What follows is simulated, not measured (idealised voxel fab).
Documented hereafter: the process module known as voxel spacer lines.
Section shown: cut. Width: 150 nm. Cell size: 5 nm, square.
For the purposes of this document, a cross-section shall be understood as a grid of square cells, specified as bands listed in top-to-bottom order, each band consisting of one or more rows of cells. Band entry format. Leading values: height of top, height of bottom, nm. Remainder: materials in left-to-right order, each with its width in nm. Special words: "throughout" on a single material, which then fills the band edge to edge; "empty", empty space. Heads up on the height convention: 0 is the point under which the incoming wafer is all one material, and the lowest band has no bottom, it just keeps going down, like "0..down". Top row gets the first number, bottom row gets the second, and each row in between changes by the same step: that is how a band width like "30->40" works. Step note "remains unaltered" = no cross-section cell changed. "Closed void table": sealed empty spaces, 8 cells or more, no open way to top, listed width x height at distance, with distance from the left edge and width, height and distance in nm. Text after the settings on a step's line: the simulator's own remark on that step. overlay nm: mask right of planned place by this much (step with mask). Neg. = left.
# Intended process steps
| 1 | RECEIVE with material Si |
| 2 | CONFORMAL_DEP with material Al2O3, thk nm 10 |
| 3 | DIRECTIONAL_DEP with material TiN, thk nm 15 |
| 4 | DIRECTIONAL_DEP with material polySi, thk nm 30 |
| 5 | PATTERN with tone cover, mask id MANDREL, material resist, width nm 20, pitch nm 60, thk nm 40, overlay nm 0 |
| 6 | DIRECTIONAL_ETCH with etch materials polySi, depth nm 30 |
| 7 | STRIP with etch materials resist |
| 8 | CONFORMAL_DEP with material SiN, thk nm 10 |
| 9 | DIRECTIONAL_ETCH with etch materials SiN, depth nm 10 |
| 10 | STRIP with etch materials polySi |
| 11 | DIRECTIONAL_ETCH with etch materials TiN, depth nm 15 |
| 12 | STRIP with etch materials SiN |
| 13 | FILL_DEP with material lowk, thk nm 10 |
| 14 | CMP with height nm 15 |
It is noted that the wafers described herein are identical at the outset and are distinguished by the height nm of step 14; the value stated in the plan corresponds to the first wafer.
# Sectional view: first of several wafers, as received, after step 1
	0..down: Si throughout
	Closed void table: none
# Note: the following table is arranged by wafer, a row apiece. Each row reports the end-of-module state: per material, cells gained (+) or cells lost (-) compared with the wafer as received; closed voids follow
height nm 15 | +60 Al2O3 | +8 TiN | +22 lowk | Closed void table: none
height nm 20 | +60 Al2O3 | +16 TiN | +44 lowk | Closed void table: none
height nm 25 | +60 Al2O3 | +24 TiN | +66 lowk | Closed void table: none
height nm 30 | +60 Al2O3 | +24 TiN | +96 lowk | Closed void table: none
height nm 35 | +60 Al2O3 | +24 TiN | +126 lowk | Closed void table: none
